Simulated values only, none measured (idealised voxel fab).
The process module presented herein is designated voxel released beams.
For reference, the cross-section in this document is cut, with width 205 nm and square cells of 5 nm.
This document writes a cross-section as a grid whose cells are square, and gives it as bands, listed from the top down; one or more rows of cells form a band. First you get the band's top height and its bottom height, in nm, and then the materials it's made of, left to right, with each width in nm. If you see a single material with "edge to edge", that one covers the band edge to edge. "air" is empty space. The reference from which all heights are counted is 0, the level beneath which the as-received wafer is entirely one material; the lowest band, having no lower bound, proceeds downward and is written after the example "0 nm and below". Per-row width for "30..40": begins at first number (top row of band), ends at second number (bottom row), increment between rows held constant. Reading "no modification" for a step: not a cell of the cross-section changed in it. Closed-off voids of 8+ cells (no open route to the top) go in "Fully enclosed voids", written width x height at distance from the left edge, in nm. It should be noted that, on the line of a given step, the content following the step's settings is a remark produced by the simulator itself with respect to that step. overlay nm: mask offset rightward from planned place, masked step; negative means leftward offset.

Steps planned for the process:
1: op RECEIVE | material Si
2: op CONFORMAL_DEP | material Al2O3 | thk nm 10
3: op DIRECTIONAL_DEP | material SiO2 | thk nm 15
4: op PATTERN | tone open | mask id ANCHOR | material resist | width nm 35 | thk nm 20 | overlay nm 0
5: op DIRECTIONAL_ETCH | etch materials SiO2 | depth nm 15
6: op STRIP | etch materials resist
7: op CONFORMAL_DEP | material polySi | thk nm 10
8: op DIRECTIONAL_DEP | material aC | thk nm 10
9: op PATTERN | tone cover | mask id BEAM | material resist | width nm 100 | thk nm 30 | overlay nm 0
10: op DIRECTIONAL_ETCH | etch materials aC | depth nm 10
11: op STRIP | etch materials resist
12: op DIRECTIONAL_ETCH | etch materials polySi | depth nm 10
13: op STRIP | etch materials aC
14: op STRIP | etch materials SiO2

Cross-section of the incoming wafer, state after step 1:
> 0 nm and below: Si edge to edge
> Fully enclosed voids: none

End-of-module cross-section of the first of two wafers, processed as planned:
> 35 nm to 25 nm: air=50  polySi=15  air=15  polySi=70  air=55
> 25 nm to 20 nm: air=55  polySi=10  air=15  polySi=10  air=115
> 20 nm to 10 nm: air=55  polySi=35  air=115
> 10 nm to 0 nm: Al2O3 edge to edge
> 0 nm and below: Si edge to edge
> Fully enclosed voids: none

What the second wafer looks like in cross-section once the module is done. Its start and its plan matched the first wafer's exactly; what differed was one mistake in how it was run:
> 25 nm to 15 nm: air=50  polySi=15  air=15  polySi=70  air=55
> 15 nm to 10 nm: air=55  polySi=10  air=15  polySi=10  air=115
> 10 nm to 0 nm: air=55  polySi=35  air=115
> 0 nm and below: Si edge to edge
> Fully enclosed voids: none
Plan not followed: step 2 of the plan was bypassed and not carried out
Upon completion, the second wafer contains, in terms of cells, a greater or smaller amount of certain materials than the first wafer: -82 Al2O3
